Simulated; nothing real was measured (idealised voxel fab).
Documented hereafter: the process module known as voxel transistor to metal.
Cross-sectional view cut (width: 150 nm; square cell size: 5 nm).
Each cross-section below is a grid of square cells, stated as bands in top-down order, with one or more rows of cells making up each band.
Per band: top height and bottom height in nm, followed by the left-to-right materials and their widths in nm; "throughout" marks a single material spanning edge to edge, "blank" marks empty space.
Height 0 is the level under which the wafer as received is all one material. The lowest band goes on downwards, as in "z 0 and below".
So if you see something like "30..40" for the width, read it as the top row of the band sitting at the first number and the bottom row at the second, with every row in between moving by the same amount as the last.
Key: "nothing different" - step with no changed cell in the cross-section.
The entry titled "Sealed internal cavities" provides the empty spaces that have no open way to the top, restricted to those of 8 cells or more. Each is presented as width x height at distance, the distance being measured from the left edge, with all three in nm.
Heads up: the bit after the settings on a step's line is the simulator's remark on that step.
"overlay nm" denotes, for a step that has a mask, the displacement of the mask to the right of its planned place, with negative values corresponding to the left.

So here's the lineup of process steps we planned:
1) RECEIVE with material Si
2) CONFORMAL_DEP with material SiO2, thk nm 5
3) CONFORMAL_DEP with material SiN, thk nm 15
4) DIRECTIONAL_DEP with material aC, thk nm 15
5) PATTERN with tone cover, mask id ACTIVE, material resist, width nm 95, thk nm 30, overlay nm 0
6) DIRECTIONAL_ETCH with etch materials aC, depth nm 15
7) STRIP with etch materials resist
8) DIRECTIONAL_ETCH with etch materials SiN, depth nm 15
9) DIRECTIONAL_ETCH with etch materials SiO2, depth nm 5
10) DIRECTIONAL_ETCH with etch materials Si, depth nm 30
11) STRIP with etch materials aC
12) FILL_DEP with material SiO2, thk nm 10
13) CMP with height nm 20
14) SELECTIVE_ETCH with etch materials SiO2, depth nm 10
15) STRIP with etch materials SiN
16) SELECTIVE_ETCH with etch materials SiO2, depth nm 5
17) OXIDIZE with depth nm 5
18) DIRECTIONAL_DEP with material polySi, thk nm 25
19) DIRECTIONAL_DEP with material SiCN, thk nm 15
20) PATTERN with tone cover, mask id GATE, material resist, width nm 15, thk nm 15, overlay nm 0
21) DIRECTIONAL_ETCH with etch materials SiCN, depth nm 25
22) DIRECTIONAL_ETCH with etch materials polySi, depth nm 35
23) STRIP with etch materials resist
24) CONFORMAL_DEP with material SiN, thk nm 10
25) DIRECTIONAL_ETCH with etch materials SiN, depth nm 10
26) DIRECTIONAL_ETCH with etch materials SiO2, depth nm 5
27) EPI with material SiGe, thk nm 5
28) FILL_DEP with material SiO2, thk nm 10
29) CMP with height nm 40
30) DIRECTIONAL_DEP with material SiO2, thk nm 15
31) MASKED_ETCH with tone open, mask id CONTACT, width nm 20, pitch nm 65, etch materials SiO2, depth nm 55, overlay nm 0
32) CONFORMAL_DEP with material TiN, thk nm 5
33) FILL_DEP with material W, thk nm 10
34) CMP with height nm 55
35) CONFORMAL_DEP with material SiCN, thk nm 5
36) DIRECTIONAL_DEP with material SiO2, thk nm 25
37) DIRECTIONAL_DEP with material aC, thk nm 10
38) PATTERN with tone open, mask id METAL_1, material resist, width nm 20, pitch nm 65, thk nm 25, overlay nm 0
39) DIRECTIONAL_ETCH with etch materials aC, depth nm 10
40) STRIP with etch materials resist
41) DIRECTIONAL_ETCH with etch materials SiO2, depth nm 25
42) DIRECTIONAL_ETCH with etch materials SiCN, depth nm 5
43) STRIP with etch materials aC
44) CONFORMAL_DEP with material TiN, thk nm 5
45) FILL_DEP with material Cu, thk nm 10
46) CMP with height nm 85
47) EPI with material Ru, thk nm 5
48) FILL_DEP with material SiCN, thk nm 5
49) DIRECTIONAL_DEP with material SiO2, thk nm 25
50) PATTERN with tone open, mask id METAL_2, material resist, width nm 20, pitch nm 65, thk nm 20, overlay nm 0
51) DIRECTIONAL_ETCH with etch materials SiO2, depth nm 15
52) STRIP with etch materials resist
53) DIRECTIONAL_DEP with material aC, thk nm 10
54) PATTERN with tone open, mask id METAL_2_HOLES, material resist, width nm 15, pitch nm 65, thk nm 30, overlay nm 0
55) DIRECTIONAL_ETCH with etch materials aC, depth nm 10
56) STRIP with etch materials resist
57) DIRECTIONAL_ETCH with etch materials SiO2, depth nm 10
58) DIRECTIONAL_ETCH with etch materials SiCN, depth nm 5
59) STRIP with etch materials aC
60) CONFORMAL_DEP with material TiN, thk nm 5
61) FILL_DEP with material Cu, thk nm 5
62) CMP with height nm 120
63) CONFORMAL_DEP with material SiN, thk nm 5

Incoming wafer in cross-section (state: after step 1):
    z 0 and below: Si throughout
    Sealed internal cavities: none

Cross-sectional image of the first of two wafers at the end of the module, the run having proceeded as planned:
    z 125 to 120: SiN throughout
    z 120 to 110: SiO2=30, TiN=5, Cu=10, TiN=5, SiO2=45, TiN=5, Cu=10, TiN=5, SiO2=35
    z 110 to 105: SiO2=30, TiN=5, Cu=5, TiN=10, SiO2=45, TiN=5, Cu=5, TiN=10, SiO2=35
    z 105 to 95: SiO2=30, TiN=5, Cu=5, TiN=5, SiO2=50, TiN=5, Cu=5, TiN=5, SiO2=40
    z 95 to 90: SiCN=30, TiN=15, SiCN=50, TiN=15, SiCN=40
    z 90 to 85: SiCN=25, Ru=30, SiCN=35, Ru=30, SiCN=30
    z 85 to 60: SiO2=30, TiN=5, Cu=10, TiN=5, SiO2=45, TiN=5, Cu=10, TiN=5, SiO2=35
    z 60 to 55: SiCN=30, TiN=20, SiCN=45, TiN=20, SiCN=35
    z 55 to 40: SiO2=30, TiN=5, W=10, TiN=5, SiO2=45, TiN=5, W=10, TiN=5, SiO2=35
    z 40 to 25: SiO2=30, TiN=5, W=10, TiN=5, SiO2=5, SiN=10, SiCN=15, SiN=10, SiO2=5, TiN=5, W=10, TiN=5, SiO2=35
    z 25 to 5: SiO2=30, TiN=5, W=10, TiN=5, SiO2=5, SiN=10, polySi=15, SiN=10, SiO2=5, TiN=5, W=10, TiN=5, SiO2=35
    z 5 to 0: SiO2=20, SiN=10, TiN=20, SiO2=5, SiN=10, polySi=15, SiN=10, SiO2=5, TiN=20, SiN=10, SiO2=25
    z 0 to -5: SiO2=30, SiGe=25, SiO2=35, SiGe=25, SiO2=35
    z -5 to -30: SiO2=25, Si=95, SiO2=30
    z -30 and below: Si throughout
    Sealed internal cavities: none

Cross-section, second wafer: same start as the first, same plan as the first, one mistake in running it; taken at the end of the module:
    z 125 to 120: SiN throughout
    z 120 to 110: SiO2=30, TiN=5, Cu=10, TiN=5, SiO2=45, TiN=5, Cu=10, TiN=5, SiO2=35
    z 110 to 105: SiO2=30, TiN=5, Cu=5, TiN=10, SiO2=45, TiN=5, Cu=5, TiN=10, SiO2=35
    z 105 to 95: SiO2=30, TiN=5, Cu=5, TiN=5, SiO2=50, TiN=5, Cu=5, TiN=5, SiO2=40
    z 95 to 90: SiCN=30, TiN=15, SiCN=50, TiN=15, SiCN=40
    z 90 to 85: SiCN=25, Ru=30, SiCN=35, Ru=30, SiCN=30
    z 85 to 60: SiO2=30, W=5, Cu=10, W=5, SiO2=45, W=5, Cu=10, W=5, SiO2=35
    z 60 to 55: SiCN=30, W=20, SiCN=45, W=20, SiCN=35
    z 55 to 40: SiO2=30, TiN=5, W=10, TiN=5, SiO2=45, TiN=5, W=10, TiN=5, SiO2=35
    z 40 to 25: SiO2=30, TiN=5, W=10, TiN=5, SiO2=5, SiN=10, SiCN=15, SiN=10, SiO2=5, TiN=5, W=10, TiN=5, SiO2=35
    z 25 to 5: SiO2=30, TiN=5, W=10, TiN=5, SiO2=5, SiN=10, polySi=15, SiN=10, SiO2=5, TiN=5, W=10, TiN=5, SiO2=35
    z 5 to 0: SiO2=20, SiN=10, TiN=20, SiO2=5, SiN=10, polySi=15, SiN=10, SiO2=5, TiN=20, SiN=10, SiO2=25
    z 0 to -5: SiO2=30, SiGe=25, SiO2=35, SiGe=25, SiO2=35
    z -5 to -30: SiO2=25, Si=95, SiO2=30
    z -30 and below: Si throughout
    Sealed internal cavities: none
Misprocessing identified: contrary to plan, step 44 was performed as CONFORMAL_DEP with material W, thk nm 5
At the finish, the second wafer shows more or fewer cells for some materials than the first does: TiN: 28 fewer | W: 28 more
